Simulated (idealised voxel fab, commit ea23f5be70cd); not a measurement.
process module | voxel self aligned vias
cross-section cut | 280 nm wide | cells 5 nm
A cross-section is a grid of square cells, given in bands from the top down. A band is one or more rows of cells.
Each band's line starts with the height of the band's top and of its bottom, in nm. Then come its materials from left to right, each with its width in nm. One material with "throughout" fills the band from edge to edge. "air" is empty space.
Height 0 is the level under which the wafer as received is all one material. The lowest band goes on downwards, as in "0 down".
A width such as "30 to 40" changes by the same amount from each row of cells to the next, from the band's top row to its bottom row.
"no change" after a step means that no cell of the cross-section changed.
closed voids: empty space of 8 cells or more with no open way to the top, each as width x height at its distance from the left edge, in nm
after a step's settings: what the simulator itself notes on the step
overlay nm, on a step with a mask: how far to the right of its planned place the mask lay; to the left if negative
plan
1 op RECEIVE | material Si
2 op CONFORMAL_DEP | material SiO2 | thk nm 10
3 op CONFORMAL_DEP | material SiCN | thk nm 5
4 op DIRECTIONAL_DEP | material lowk | thk nm 20
5 op MASKED_ETCH | tone open | mask id LINES | width nm 20 | pitch nm 65 | etch materials lowk | depth nm 20 | overlay nm 0
6 op CONFORMAL_DEP | material TiN | thk nm 5
7 op FILL_DEP | material W | thk nm 10
8 op CMP | height nm 35
9 op SELECTIVE_ETCH | etch materials W Ru TiN | depth nm 5
10 op FILL_DEP | material SiN | thk nm 10
11 op CMP | height nm 35
12 op DIRECTIONAL_DEP | material lowk | thk nm 20
13 op PATTERN | tone open | mask id VIAS | material resist | width nm 40 | thk nm 15 | overlay nm 0
14 op DIRECTIONAL_ETCH | etch materials lowk | depth nm 20
15 op DIRECTIONAL_ETCH | etch materials SiN | depth nm 5
16 op STRIP | etch materials resist
17 op CONFORMAL_DEP | material TiN | thk nm 5
18 op FILL_DEP | material Ru | thk nm 5
19 op CMP | height nm 55
20 op CONFORMAL_DEP | material SiN | thk nm 5
first wafer, as planned
as received, after step 1
  0 down: Si throughout
  closed voids: none
after step 2
  10 to 0: SiO2 throughout
  below 0: unchanged
after step 3
  15 to 10: SiCN throughout
  below 10: unchanged
after step 4
  35 to 15: lowk throughout
  below 15: unchanged
after step 5
  35 to 15: lowk 95 | air 20 | lowk 45 | air 20 | lowk 100
  below 15: unchanged
after step 6
  40 to 35: TiN 100 | air 10 | TiN 55 | air 10 | TiN 105
  35 to 20: lowk 95 | TiN 5 | air 10 | TiN 5 | lowk 45 | TiN 5 | air 10 | TiN 5 | lowk 100
  20 to 15: lowk 95 | TiN 20 | lowk 45 | TiN 20 | lowk 100
  below 15: unchanged
after step 7
  50 to 40: W throughout
  40 to 35: TiN 100 | W 10 | TiN 55 | W 10 | TiN 105
  35 to 20: lowk 95 | TiN 5 | W 10 | TiN 5 | lowk 45 | TiN 5 | W 10 | TiN 5 | lowk 100
  below 20: unchanged
after step 8
  35 to 20: lowk 95 | TiN 5 | W 10 | TiN 5 | lowk 45 | TiN 5 | W 10 | TiN 5 | lowk 100
  below 20: unchanged
after step 9
  35 to 30: lowk 95 | air 20 | lowk 45 | air 20 | lowk 100
  below 30: unchanged
after step 10
  45 to 35: SiN throughout
  35 to 30: lowk 95 | SiN 20 | lowk 45 | SiN 20 | lowk 100
  below 30: unchanged
after step 11
  35 to 30: lowk 95 | SiN 20 | lowk 45 | SiN 20 | lowk 100
  below 30: unchanged
after step 12
  55 to 35: lowk throughout
  below 35: unchanged
after step 13
  70 to 55: resist 85 | air 40 | resist 155
  below 55: unchanged
after step 14
  70 to 55: resist 85 | air 40 | resist 155
  55 to 35: lowk 85 | air 40 | lowk 155
  below 35: unchanged
after step 15
  70 to 55: resist 85 | air 40 | resist 155
  55 to 35: lowk 85 | air 40 | lowk 155
  35 to 30: lowk 95 | air 20 | lowk 45 | SiN 20 | lowk 100
  below 30: unchanged
after step 16
  55 to 35: lowk 85 | air 40 | lowk 155
  below 35: unchanged
after step 17
  60 to 55: TiN 90 | air 30 | TiN 160
  55 to 40: lowk 85 | TiN 5 | air 30 | TiN 5 | lowk 155
  40 to 35: lowk 85 | TiN 15 | air 10 | TiN 15 | lowk 155
  35 to 30: lowk 95 | TiN 20 | lowk 45 | SiN 20 | lowk 100
  below 30: unchanged
after step 18
  65 to 60: Ru throughout
  60 to 55: TiN 90 | Ru 30 | TiN 160
  55 to 40: lowk 85 | TiN 5 | Ru 30 | TiN 5 | lowk 155
  40 to 35: lowk 85 | TiN 15 | Ru 10 | TiN 15 | lowk 155
  below 35: unchanged
after step 19
  55 to 40: lowk 85 | TiN 5 | Ru 30 | TiN 5 | lowk 155
  below 40: unchanged
after step 20
  60 to 55: SiN throughout
  below 55: unchanged
second wafer: like start, like plan, one mistake. Through step 1 it matches the first wafer
when step 2 should have ended
  10 to 0: Ru throughout
  below 0: unchanged
when step 3 should have ended
  15 to 10: SiCN throughout
  below 10: unchanged
when step 4 should have ended
  35 to 15: lowk throughout
  below 15: unchanged
when step 5 should have ended
  35 to 15: lowk 95 | air 20 | lowk 45 | air 20 | lowk 100
  below 15: unchanged
when step 6 should have ended
  40 to 35: TiN 100 | air 10 | TiN 55 | air 10 | TiN 105
  35 to 20: lowk 95 | TiN 5 | air 10 | TiN 5 | lowk 45 | TiN 5 | air 10 | TiN 5 | lowk 100
  20 to 15: lowk 95 | TiN 20 | lowk 45 | TiN 20 | lowk 100
  below 15: unchanged
when step 7 should have ended
  50 to 40: W throughout
  40 to 35: TiN 100 | W 10 | TiN 55 | W 10 | TiN 105
  35 to 20: lowk 95 | TiN 5 | W 10 | TiN 5 | lowk 45 | TiN 5 | W 10 | TiN 5 | lowk 100
  below 20: unchanged
when step 8 should have ended
  35 to 20: lowk 95 | TiN 5 | W 10 | TiN 5 | lowk 45 | TiN 5 | W 10 | TiN 5 | lowk 100
  below 20: unchanged
when step 9 should have ended
  35 to 30: lowk 95 | air 20 | lowk 45 | air 20 | lowk 100
  below 30: unchanged
when step 10 should have ended
  45 to 35: SiN throughout
  35 to 30: lowk 95 | SiN 20 | lowk 45 | SiN 20 | lowk 100
  below 30: unchanged
when step 11 should have ended
  35 to 30: lowk 95 | SiN 20 | lowk 45 | SiN 20 | lowk 100
  below 30: unchanged
when step 12 should have ended
  55 to 35: lowk throughout
  below 35: unchanged
when step 13 should have ended
  70 to 55: resist 85 | air 40 | resist 155
  below 55: unchanged
when step 14 should have ended
  70 to 55: resist 85 | air 40 | resist 155
  55 to 35: lowk 85 | air 40 | lowk 155
  below 35: unchanged
when step 15 should have ended
  70 to 55: resist 85 | air 40 | resist 155
  55 to 35: lowk 85 | air 40 | lowk 155
  35 to 30: lowk 95 | air 20 | lowk 45 | SiN 20 | lowk 100
  below 30: unchanged
when step 16 should have ended
  55 to 35: lowk 85 | air 40 | lowk 155
  below 35: unchanged
when step 17 should have ended
  60 to 55: TiN 90 | air 30 | TiN 160
  55 to 40: lowk 85 | TiN 5 | air 30 | TiN 5 | lowk 155
  40 to 35: lowk 85 | TiN 15 | air 10 | TiN 15 | lowk 155
  35 to 30: lowk 95 | TiN 20 | lowk 45 | SiN 20 | lowk 100
  below 30: unchanged
when step 18 should have ended
  65 to 60: Ru throughout
  60 to 55: TiN 90 | Ru 30 | TiN 160
  55 to 40: lowk 85 | TiN 5 | Ru 30 | TiN 5 | lowk 155
  40 to 35: lowk 85 | TiN 15 | Ru 10 | TiN 15 | lowk 155
  below 35: unchanged
when step 19 should have ended
  55 to 40: lowk 85 | TiN 5 | Ru 30 | TiN 5 | lowk 155
  below 40: unchanged
when step 20 should have ended
  60 to 55: SiN throughout
  below 55: unchanged
what went wrong: step 2 ran as: op CONFORMAL_DEP | material Ru | thk nm 10
at the end the second wafer has, in cells: 112 more of Ru | 112 fewer of SiO2
